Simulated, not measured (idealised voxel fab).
Proc. module: voxel self aligned vias
Cross-section cut: width 265 nm, square cells of 5 nm.
The cross-sections in this document take the form of a grid made of square cells. They are written out as bands, in order from top to bottom. Each band consists of one or more rows of cells. This entry defines a band. It first specifies the height of the band's top and the height of its bottom in nm, and then specifies the band's materials from left to right, stating each material with its width in nm. The word "everywhere" identifies a single material that fills the band from edge to edge, while the word "blank" identifies empty space. For the purposes of this specification, 0 denotes the height below which the wafer in its as-received condition is composed wholly of one material, and the lowermost band, lacking a lower limit, extends downward without end, as expressed in "0..down". Width "30 to 40": first value at the band's top row of cells, second value at its bottom row, equal change from row to row. "nothing got changed" (step): cross-section cells unchanged, all of them. Heads up: "Fully sealed voids" only lists the empty pockets with no open path to the top that are 8 cells or more, and it writes them as width x height at distance, distance from the left edge, in nm. Where a step's line continues beyond its settings, the continuation is a remark by the simulator itself on that step. When a step includes a mask, the "overlay nm" setting on its line states how far to the right of its planned place that mask lay, and negative values state how far to the left.

Process steps (planned):
- 1: RECEIVE, material Si
- 2: CONFORMAL_DEP, material SiO2, thk nm 15
- 3: CONFORMAL_DEP, material SiCN, thk nm 5
- 4: DIRECTIONAL_DEP, material lowk, thk nm 30
- 5: PATTERN, tone open, mask id LINES, material resist, width nm 20, pitch nm 65, thk nm 20, overlay nm 0
- 6: DIRECTIONAL_ETCH, etch materials lowk, depth nm 30
- 7: STRIP, etch materials resist
- 8: CONFORMAL_DEP, material TiN, thk nm 5
- 9: FILL_DEP, material W, thk nm 5
- 10: CMP, height nm 50
- 11: SELECTIVE_ETCH, etch materials W Ru TiN, depth nm 5
- 12: FILL_DEP, material SiN, thk nm 10
- 13: CMP, height nm 50
- 14: DIRECTIONAL_DEP, material lowk, thk nm 20
- 15: DIRECTIONAL_DEP, material aC, thk nm 10
- 16: PATTERN, tone open, mask id VIAS, material resist, width nm 40, pitch nm 65, thk nm 30, overlay nm -15
- 17: DIRECTIONAL_ETCH, etch materials aC, depth nm 10
- 18: STRIP, etch materials resist
- 19: DIRECTIONAL_ETCH, etch materials lowk, depth nm 20
- 20: DIRECTIONAL_ETCH, etch materials SiN, depth nm 5
- 21: STRIP, etch materials aC
- 22: CONFORMAL_DEP, material TiN, thk nm 5
- 23: FILL_DEP, material W, thk nm 5
- 24: CMP, height nm 70
- 25: CONFORMAL_DEP, material SiCN, thk nm 5
Quick note for whoever runs this: the wafers start identical, but the overlay nm at step 16 isn't the same across them. The plan just shows what the first wafer had.

Received condition of the first of several wafers, sectioned: post-step 1:
	0..down = Si everywhere
	Fully sealed voids: none

Wafer rows, end of module: cells per material gained (+) or lost (-) since receipt; closed voids last:
overlay nm -15; +106 SiCN; +2 SiN; +159 SiO2; +56 TiN; +54 W; +418 lowk; Fully sealed voids: none
overlay nm -10; +106 SiCN; +159 SiO2; +56 TiN; +56 W; +418 lowk; Fully sealed voids: none
overlay nm -5; +106 SiCN; +159 SiO2; +56 TiN; +56 W; +418 lowk; Fully sealed voids: none
overlay nm 0; +106 SiCN; +159 SiO2; +56 TiN; +56 W; +418 lowk; Fully sealed voids: none
overlay nm 5; +106 SiCN; +159 SiO2; +56 TiN; +56 W; +418 lowk; Fully sealed voids: none
overlay nm 10; +106 SiCN; +159 SiO2; +56 TiN; +56 W; +418 lowk; Fully sealed voids: none
overlay nm 15; +106 SiCN; +2 SiN; +159 SiO2; +56 TiN; +54 W; +418 lowk; Fully sealed voids: none
